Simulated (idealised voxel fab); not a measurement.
The process module presented herein is designated voxel gate over fins.
Square cells of 5 nm make up the cross-section cut, whose width is 280 nm.
Reading order for cross-sections: top band down to bottom band. Underlying form: a grid of square cells. Band size: one or more rows of cells.
This entry defines a band. It first specifies the height of the band's top and the height of its bottom in nm, and then specifies the band's materials from left to right, stating each material with its width in nm. The word "all across" identifies a single material that fills the band from edge to edge, while the word "air" identifies empty space.
Heights are expressed relative to 0, this being the level below which the as-received wafer comprises one material exclusively. The lowest band is unbounded in the downward direction and is denoted as in "0 nm and below".
You'd read "30->40" like this: the band's top row of cells is as wide as the first number, its bottom row is as wide as the second, and going down, every row changes width by the same amount as the row before did.
"remains unaltered" for a step: no cell of the cross-section changed in that step.
Closed empty spaces (no open way to the top) of 8 cells or more are what "Non-vented voids" lists, each as width x height at distance from the left edge, nm for all three.
Anything after a step's settings on that line? It's the simulator's own note about the step.
A step's line can hold "overlay nm"; with a mask on that step, the setting says how far right of the planned place the mask lay, while a negative setting says it lay to the left.
Pairs follow: section before one process step, section after it down to the lowest changed band, step with settings underneath. Pairs may come from different runs of this module on the same starting wafer; continuity with the pair above only as stated in the "Prior to step" entry.
Prior to step:
> 10 nm to 0 nm  50 nm air  15 nm SiN  40 nm air  15 nm SiN  40 nm air  15 nm SiN  40 nm air  15 nm SiN  50 nm air
> 0 nm to -30 nm  50 nm air  5 nm SiO2  5 nm Si  5 nm SiO2  40 nm air  5 nm SiO2  5 nm Si  5 nm SiO2  40 nm air  5 nm SiO2  5 nm Si  5 nm SiO2  40 nm air  5 nm SiO2  5 nm Si  5 nm SiO2  50 nm air
> -30 nm to -35 nm  55 nm SiO2  5 nm Si  50 nm SiO2  5 nm Si  50 nm SiO2  5 nm Si  50 nm SiO2  5 nm Si  55 nm SiO2
> -35 nm and below  Si all across
> Non-vented voids: none
Sectional View, Post-Process:
> 15 nm to 10 nm  Ru all across
> 10 nm to 0 nm  50 nm Ru  15 nm SiN  40 nm Ru  15 nm SiN  40 nm Ru  15 nm SiN  40 nm Ru  15 nm SiN  50 nm Ru
> 0 nm to -30 nm  50 nm Ru  5 nm SiO2  5 nm Si  5 nm SiO2  40 nm Ru  5 nm SiO2  5 nm Si  5 nm SiO2  40 nm Ru  5 nm SiO2  5 nm Si  5 nm SiO2  40 nm Ru  5 nm SiO2  5 nm Si  5 nm SiO2  50 nm Ru
> Heights below -30 show no change.
> Non-vented voids: none
Going from one cross-section above to the next, the wafer undergoes FILL_DEP [material Ru] [thk nm 5]
Prior to step: look at the pair above, its after cross-section is where this step starts.
Sectional View, Post-Process:
> 10 nm to 0 nm  50 nm Ru  15 nm SiN  40 nm Ru  15 nm SiN  40 nm Ru  15 nm SiN  40 nm Ru  15 nm SiN  50 nm Ru
> Heights below 0 show no change.
> Non-vented voids: none
Going from one cross-section above to the next, the wafer undergoes CMP [height nm 10]
Prior to step: look at the pair above, its after cross-section is where this step starts.
Sectional View, Post-Process:
> 25 nm to 10 nm  75 nm resist  15 nm air  190 nm resist
> Heights below 10 show no change.
> Non-vented voids: none
Going from one cross-section above to the next, the wafer undergoes PATTERN [tone open] [mask id RAIL] [material resist] [width nm 15] [thk nm 15] [overlay nm 0]
Prior to step: look at the pair above, its after cross-section is where this step starts.
Sectional View, Post-Process:
> 10 nm to 0 nm  50 nm Ru  15 nm SiN  40 nm Ru  15 nm SiN  40 nm Ru  15 nm SiN  40 nm Ru  15 nm SiN  50 nm Ru
> Heights below 0 show no change.
> Non-vented voids: none
Going from one cross-section above to the next, the wafer undergoes STRIP [etch materials resist]
Prior to step: look at the pair above, its after cross-section is where this step starts.
Sectional View, Post-Process:
> 15 nm to 10 nm  TiN all across
> Heights below 10 show no change.
> Non-vented voids: none
Going from one cross-section above to the next, the wafer undergoes CONFORMAL_DEP [material TiN] [thk nm 5]
Prior to step: look at the pair above, its after cross-section is where this step starts.
Sectional View, Post-Process:
> 25 nm to 15 nm  Ru all across
> Heights below 15 show no change.
> Non-vented voids: none
Going from one cross-section above to the next, the wafer undergoes FILL_DEP [material Ru] [thk nm 10]
Prior to step: look at the pair above, its after cross-section is where this step starts.
Sectional View, Post-Process:
> 10 nm to 0 nm  50 nm Ru  15 nm SiN  40 nm Ru  15 nm SiN  40 nm Ru  15 nm SiN  40 nm Ru  15 nm SiN  50 nm Ru
> Heights below 0 show no change.
> Non-vented voids: none
Going from one cross-section above to the next, the wafer undergoes CMP [height nm 10]
Prior to step: look at the pair above, its after cross-section is where this step starts.
Sectional View, Post-Process:
> 10 nm to 0 nm  50 nm air  15 nm SiN  40 nm air  15 nm SiN  40 nm air  15 nm SiN  40 nm air  15 nm SiN  50 nm air
> 0 nm to -15 nm  50 nm air  5 nm SiO2  5 nm Si  5 nm SiO2  40 nm air  5 nm SiO2  5 nm Si  5 nm SiO2  40 nm air  5 nm SiO2  5 nm Si  5 nm SiO2  40 nm air  5 nm SiO2  5 nm Si  5 nm SiO2  50 nm air
> Heights below -15 show no change.
> Non-vented voids: none
Going from one cross-section above to the next, the wafer undergoes SELECTIVE_ETCH [etch materials W Ru TiN] [depth nm 25]
Prior to step: look at the pair above, its after cross-section is where this step starts.
Sectional View, Post-Process:
> 15 nm to 10 nm  SiO2 all across
> 10 nm to 0 nm  50 nm SiO2  15 nm SiN  40 nm SiO2  15 nm SiN  40 nm SiO2  15 nm SiN  40 nm SiO2  15 nm SiN  50 nm SiO2
> 0 nm to -15 nm  55 nm SiO2  5 nm Si  50 nm SiO2  5 nm Si  50 nm SiO2  5 nm Si  50 nm SiO2  5 nm Si  55 nm SiO2
> Heights below -15 show no change.
> Non-vented voids: none
Going from one cross-section above to the next, the wafer undergoes FILL_DEP [material SiO2] [thk nm 5]
Prior to step: look at the pair above, its after cross-section is where this step starts.
Sectional View, Post-Process:
> 10 nm to 0 nm  50 nm SiO2  15 nm SiN  40 nm SiO2  15 nm SiN  40 nm SiO2  15 nm SiN  40 nm SiO2  15 nm SiN  50 nm SiO2
> Heights below 0 show no change.
> Non-vented voids: none
Going from one cross-section above to the next, the wafer undergoes CMP [height nm 10]
Prior to step: look at the pair above, its after cross-section is where this step starts.
Sectional View, Post-Process:
> 10 nm to 0 nm  50 nm air  15 nm SiN  40 nm air  15 nm SiN  40 nm air  15 nm SiN  40 nm air  15 nm SiN  50 nm air
> 0 nm to -10 nm  55 nm air  5 nm Si  50 nm air  5 nm Si  50 nm air  5 nm Si  50 nm air  5 nm Si  55 nm air
> Heights below -10 show no change.
> Non-vented voids: none
Going from one cross-section above to the next, the wafer undergoes SELECTIVE_ETCH [etch materials SiO2] [depth nm 20]
Prior to step: look at the pair above, its after cross-section is where this step starts.
Sectional View, Post-Process:
> 0 nm to -10 nm  55 nm air  5 nm Si  50 nm air  5 nm Si  50 nm air  5 nm Si  50 nm air  5 nm Si  55 nm air
> Heights below -10 show no change.
> Non-vented voids: none
Going from one cross-section above to the next, the wafer undergoes STRIP [etch materials SiN]
Prior to step: look at the pair above, its after cross-section is where this step starts.
Sectional View, Post-Process:
> 5 nm to 0 nm  50 nm air  15 nm HfO2  40 nm air  15 nm HfO2  40 nm air  15 nm HfO2  40 nm air  15 nm HfO2  50 nm air
> 0 nm to -5 nm  50 nm air  5 nm HfO2  5 nm Si  5 nm HfO2  40 nm air  5 nm HfO2  5 nm Si  5 nm HfO2  40 nm air  5 nm HfO2  5 nm Si  5 nm HfO2  40 nm air  5 nm HfO2  5 nm Si  5 nm HfO2  50 nm air
> -5 nm to -10 nm  55 nm HfO2  5 nm Si  50 nm HfO2  5 nm Si  50 nm HfO2  5 nm Si  50 nm HfO2  5 nm Si  55 nm HfO2
> Heights below -10 show no change.
> Non-vented voids: none
Going from one cross-section above to the next, the wafer undergoes CONFORMAL_DEP [material HfO2] [thk nm 5]
Prior to step: look at the pair above, its after cross-section is where this step starts.
Sectional View, Post-Process:
> 10 nm to 5 nm  45 nm air  25 nm TiN  30 nm air  25 nm TiN  30 nm air  25 nm TiN  30 nm air  25 nm TiN  45 nm air
> 5 nm to 0 nm  45 nm air  5 nm TiN  15 nm HfO2  5 nm TiN  30 nm air  5 nm TiN  15 nm HfO2  5 nm TiN  30 nm air  5 nm TiN  15 nm HfO2  5 nm TiN  30 nm air  5 nm TiN  15 nm HfO2  5 nm TiN  45 nm air
> 0 nm to -5 nm  50 nm TiN  5 nm HfO2  5 nm Si  5 nm HfO2  40 nm TiN  5 nm HfO2  5 nm Si  5 nm HfO2  40 nm TiN  5 nm HfO2  5 nm Si  5 nm HfO2  40 nm TiN  5 nm HfO2  5 nm Si  5 nm HfO2  50 nm TiN
> Heights below -5 show no change.
> Non-vented voids: none
Going from one cross-section above to the next, the wafer undergoes CONFORMAL_DEP [material TiN] [thk nm 5]
Prior to step: look at the pair above, its after cross-section is where this step starts.
Sectional View, Post-Process:
> 20 nm to 10 nm  W all across
> 10 nm to 5 nm  45 nm W  25 nm TiN  30 nm W  25 nm TiN  30 nm W  25 nm TiN  30 nm W  25 nm TiN  45 nm W
> 5 nm to 0 nm  45 nm W  5 nm TiN  15 nm HfO2  5 nm TiN  30 nm W  5 nm TiN  15 nm HfO2  5 nm TiN  30 nm W  5 nm TiN  15 nm HfO2  5 nm TiN  30 nm W  5 nm TiN  15 nm HfO2  5 nm TiN  45 nm W
> Heights below 0 show no change.
> Non-vented voids: none
Going from one cross-section above to the next, the wafer undergoes FILL_DEP [material W] [thk nm 10]
Prior to step: look at the pair above, its after cross-section is where this step starts.
Sectional View, Post-Process:
> 15 nm to 10 nm  W all across
> Heights below 10 show no change.
> Non-vented voids: none
Going from one cross-section above to the next, the wafer undergoes CMP [height nm 15]
Prior to step: look at the pair above, its after cross-section is where this step starts.
Sectional View, Post-Process:
> 20 nm to 15 nm  SiN all across
> Heights below 15 show no change.
> Non-vented voids: none
Going from one cross-section above to the next, the wafer undergoes CONFORMAL_DEP [material SiN] [thk nm 5]
Prior to step:
> 10 nm to 0 nm  50 nm SiO2  15 nm SiN  40 nm SiO2  15 nm SiN  40 nm SiO2  15 nm SiN  40 nm SiO2  15 nm SiN  50 nm SiO2
> 0 nm to -35 nm  55 nm SiO2  5 nm Si  50 nm SiO2  5 nm Si  50 nm SiO2  5 nm Si  50 nm SiO2  5 nm Si  55 nm SiO2
> -35 nm and below  Si all across
> Non-vented voids: none
Sectional View, Post-Process:
> 25 nm to 10 nm  75 nm air  15 nm resist  190 nm air
> Heights below 10 show no change.
> Non-vented voids: none
Going from one cross-section above to the next, the wafer undergoes PATTERN [tone cover] [mask id RAIL] [material resist] [width nm 15] [thk nm 15] [overlay nm 0]
Prior to step: look at the pair above, its after cross-section is where this step starts.
Sectional View, Post-Process:
> 25 nm to 10 nm  75 nm air  15 nm resist  190 nm air
> 10 nm to 0 nm  50 nm air  15 nm SiN  10 nm air  15 nm SiO2  15 nm air  15 nm SiN  40 nm air  15 nm SiN  40 nm air  15 nm SiN  50 nm air
> 0 nm to -25 nm  50 nm air  5 nm SiO2  5 nm Si  5 nm SiO2  10 nm air  15 nm SiO2  15 nm air  5 nm SiO2  5 nm Si  5 nm SiO2  40 nm air  5 nm SiO2  5 nm Si  5 nm SiO2  40 nm air  5 nm SiO2  5 nm Si  5 nm SiO2  50 nm air
> Heights below -25 show no change.
> Non-vented voids: none
Going from one cross-section above to the next, the wafer undergoes DIRECTIONAL_ETCH [etch materials SiO2] [depth nm 35]
Prior to step: look at the pair above, its after cross-section is where this step starts.
Sectional View, Post-Process:
> 10 nm to 0 nm  50 nm air  15 nm SiN  10 nm air  15 nm SiO2  15 nm air  15 nm SiN  40 nm air  15 nm SiN  40 nm air  15 nm SiN  50 nm air
> Heights below 0 show no change.
> Non-vented voids: none
Going from one cross-section above to the next, the wafer undergoes STRIP [etch materials resist]
Prior to step: look at the pair above, its after cross-section is where this step starts.
Sectional View, Post-Process:
> 15 nm to 10 nm  45 nm air  50 nm TiN  5 nm air  25 nm TiN  30 nm air  25 nm TiN  30 nm air  25 nm TiN  45 nm air
> 10 nm to 0 nm  45 nm air  5 nm TiN  15 nm SiN  10 nm TiN  15 nm SiO2  5 nm TiN  5 nm air  5 nm TiN  15 nm SiN  5 nm TiN  30 nm air  5 nm TiN  15 nm SiN  5 nm TiN  30 nm air  5 nm TiN  15 nm SiN  5 nm TiN  45 nm air
> 0 nm to -20 nm  45 nm air  5 nm TiN  5 nm SiO2  5 nm Si  5 nm SiO2  10 nm TiN  15 nm SiO2  5 nm TiN  5 nm air  5 nm TiN  5 nm SiO2  5 nm Si  5 nm SiO2  5 nm TiN  30 nm air  5 nm TiN  5 nm SiO2  5 nm Si  5 nm SiO2  5 nm TiN  30 nm air  5 nm TiN  5 nm SiO2  5 nm Si  5 nm SiO2  5 nm TiN  45 nm air
> -20 nm to -25 nm  50 nm TiN  5 nm SiO2  5 nm Si  5 nm SiO2  10 nm TiN  15 nm SiO2  15 nm TiN  5 nm SiO2  5 nm Si  5 nm SiO2  40 nm TiN  5 nm SiO2  5 nm Si  5 nm SiO2  40 nm TiN  5 nm SiO2  5 nm Si  5 nm SiO2  50 nm TiN
> Heights below -25 show no change.
> Non-vented voids: none
Going from one cross-section above to the next, the wafer undergoes CONFORMAL_DEP [material TiN] [thk nm 5]
Prior to step: look at the pair above, its after cross-section is where this step starts.
Sectional View, Post-Process:
> 25 nm to 15 nm  Ru all across
> 15 nm to 10 nm  45 nm Ru  50 nm TiN  5 nm Ru  25 nm TiN  30 nm Ru  25 nm TiN  30 nm Ru  25 nm TiN  45 nm Ru
> 10 nm to 0 nm  45 nm Ru  5 nm TiN  15 nm SiN  10 nm TiN  15 nm SiO2  5 nm TiN  5 nm Ru  5 nm TiN  15 nm SiN  5 nm TiN  30 nm Ru  5 nm TiN  15 nm SiN  5 nm TiN  30 nm Ru  5 nm TiN  15 nm SiN  5 nm TiN  45 nm Ru
> 0 nm to -20 nm  45 nm Ru  5 nm TiN  5 nm SiO2  5 nm Si  5 nm SiO2  10 nm TiN  15 nm SiO2  5 nm TiN  5 nm Ru  5 nm TiN  5 nm SiO2  5 nm Si  5 nm SiO2  5 nm TiN  30 nm Ru  5 nm TiN  5 nm SiO2  5 nm Si  5 nm SiO2  5 nm TiN  30 nm Ru  5 nm TiN  5 nm SiO2  5 nm Si  5 nm SiO2  5 nm TiN  45 nm Ru
> Heights below -20 show no change.
> Non-vented voids: none
Going from one cross-section above to the next, the wafer undergoes FILL_DEP [material Ru] [thk nm 10]
Prior to step: look at the pair above, its after cross-section is where this step starts.
Sectional View, Post-Process:
> 10 nm to 0 nm  45 nm Ru  5 nm TiN  15 nm SiN  10 nm TiN  15 nm SiO2  5 nm TiN  5 nm Ru  5 nm TiN  15 nm SiN  5 nm TiN  30 nm Ru  5 nm TiN  15 nm SiN  5 nm TiN  30 nm Ru  5 nm TiN  15 nm SiN  5 nm TiN  45 nm Ru
> Heights below 0 show no change.
> Non-vented voids: none
Going from one cross-section above to the next, the wafer undergoes CMP [height nm 10]
Prior to step: look at the pair above, its after cross-section is where this step starts.
Sectional View, Post-Process:
> 10 nm to 0 nm  50 nm air  15 nm SiN  10 nm air  15 nm SiO2  15 nm air  15 nm SiN  40 nm air  15 nm SiN  40 nm air  15 nm SiN  50 nm air
> 0 nm to -15 nm  50 nm air  5 nm SiO2  5 nm Si  5 nm SiO2  10 nm air  15 nm SiO2  15 nm air  5 nm SiO2  5 nm Si  5 nm SiO2  40 nm air  5 nm SiO2  5 nm Si  5 nm SiO2  40 nm air  5 nm SiO2  5 nm Si  5 nm SiO2  50 nm air
> Heights below -15 show no change.
> Non-vented voids: none
Going from one cross-section above to the next, the wafer undergoes SELECTIVE_ETCH [etch materials W Ru TiN] [depth nm 25]
Prior to step: look at the pair above, its after cross-section is where this step starts.
Sectional View, Post-Process:
> 15 nm to 10 nm  SiO2 all across
> 10 nm to 0 nm  50 nm SiO2  15 nm SiN  40 nm SiO2  15 nm SiN  40 nm SiO2  15 nm SiN  40 nm SiO2  15 nm SiN  50 nm SiO2
> 0 nm to -15 nm  55 nm SiO2  5 nm Si  50 nm SiO2  5 nm Si  50 nm SiO2  5 nm Si  50 nm SiO2  5 nm Si  55 nm SiO2
> Heights below -15 show no change.
> Non-vented voids: none
Going from one cross-section above to the next, the wafer undergoes FILL_DEP [material SiO2] [thk nm 5]
Prior to step: look at the pair above, its after cross-section is where this step starts.
Sectional View, Post-Process:
> 10 nm to 0 nm  50 nm SiO2  15 nm SiN  40 nm SiO2  15 nm SiN  40 nm SiO2  15 nm SiN  40 nm SiO2  15 nm SiN  50 nm SiO2
> Heights below 0 show no change.
> Non-vented voids: none
Going from one cross-section above to the next, the wafer undergoes CMP [height nm 10]
Prior to step: look at the pair above, its after cross-section is where this step starts.
Sectional View, Post-Process:
> 10 nm to 0 nm  50 nm air  15 nm SiN  40 nm air  15 nm SiN  40 nm air  15 nm SiN  40 nm air  15 nm SiN  50 nm air
> 0 nm to -10 nm  55 nm air  5 nm Si  50 nm air  5 nm Si  50 nm air  5 nm Si  50 nm air  5 nm Si  55 nm air
> Heights below -10 show no change.
> Non-vented voids: none
Going from one cross-section above to the next, the wafer undergoes SELECTIVE_ETCH [etch materials SiO2] [depth nm 20]
Prior to step: look at the pair above, its after cross-section is where this step starts.
Sectional View, Post-Process:
> 0 nm to -10 nm  55 nm air  5 nm Si  50 nm air  5 nm Si  50 nm air  5 nm Si  50 nm air  5 nm Si  55 nm air
> Heights below -10 show no change.
> Non-vented voids: none
Going from one cross-section above to the next, the wafer undergoes STRIP [etch materials SiN]
Prior to step: look at the pair above, its after cross-section is where this step starts.
Sectional View, Post-Process:
> 5 nm to 0 nm  50 nm air  15 nm HfO2  40 nm air  15 nm HfO2  40 nm air  15 nm HfO2  40 nm air  15 nm HfO2  50 nm air
> 0 nm to -5 nm  50 nm air  5 nm HfO2  5 nm Si  5 nm HfO2  40 nm air  5 nm HfO2  5 nm Si  5 nm HfO2  40 nm air  5 nm HfO2  5 nm Si  5 nm HfO2  40 nm air  5 nm HfO2  5 nm Si  5 nm HfO2  50 nm air
> -5 nm to -10 nm  55 nm HfO2  5 nm Si  50 nm HfO2  5 nm Si  50 nm HfO2  5 nm Si  50 nm HfO2  5 nm Si  55 nm HfO2
> Heights below -10 show no change.
> Non-vented voids: none
Going from one cross-section above to the next, the wafer undergoes CONFORMAL_DEP [material HfO2] [thk nm 5]
Prior to step: look at the pair above, its after cross-section is where this step starts.
Sectional View, Post-Process:
> 10 nm to 5 nm  45 nm air  25 nm TiN  30 nm air  25 nm TiN  30 nm air  25 nm TiN  30 nm air  25 nm TiN  45 nm air
> 5 nm to 0 nm  45 nm air  5 nm TiN  15 nm HfO2  5 nm TiN  30 nm air  5 nm TiN  15 nm HfO2  5 nm TiN  30 nm air  5 nm TiN  15 nm HfO2  5 nm TiN  30 nm air  5 nm TiN  15 nm HfO2  5 nm TiN  45 nm air
> 0 nm to -5 nm  50 nm TiN  5 nm HfO2  5 nm Si  5 nm HfO2  40 nm TiN  5 nm HfO2  5 nm Si  5 nm HfO2  40 nm TiN  5 nm HfO2  5 nm Si  5 nm HfO2  40 nm TiN  5 nm HfO2  5 nm Si  5 nm HfO2  50 nm TiN
> Heights below -5 show no change.
> Non-vented voids: none
Going from one cross-section above to the next, the wafer undergoes CONFORMAL_DEP [material TiN] [thk nm 5]
Prior to step: look at the pair above, its after cross-section is where this step starts.
Sectional View, Post-Process:
> 20 nm to 10 nm  W all across
> 10 nm to 5 nm  45 nm W  25 nm TiN  30 nm W  25 nm TiN  30 nm W  25 nm TiN  30 nm W  25 nm TiN  45 nm W
> 5 nm to 0 nm  45 nm W  5 nm TiN  15 nm HfO2  5 nm TiN  30 nm W  5 nm TiN  15 nm HfO2  5 nm TiN  30 nm W  5 nm TiN  15 nm HfO2  5 nm TiN  30 nm W  5 nm TiN  15 nm HfO2  5 nm TiN  45 nm W
> Heights below 0 show no change.
> Non-vented voids: none
Going from one cross-section above to the next, the wafer undergoes FILL_DEP [material W] [thk nm 10]
Prior to step: look at the pair above, its after cross-section is where this step starts.
Sectional View, Post-Process:
> 15 nm to 10 nm  W all across
> Heights below 10 show no change.
> Non-vented voids: none
Going from one cross-section above to the next, the wafer undergoes CMP [height nm 15]
Prior to step: look at the pair above, its after cross-section is where this step starts.
Sectional View, Post-Process:
> 20 nm to 15 nm  SiN all across
> Heights below 15 show no change.
> Non-vented voids: none
Going from one cross-section above to the next, the wafer undergoes CONFORMAL_DEP [material SiN] [thk nm 5]
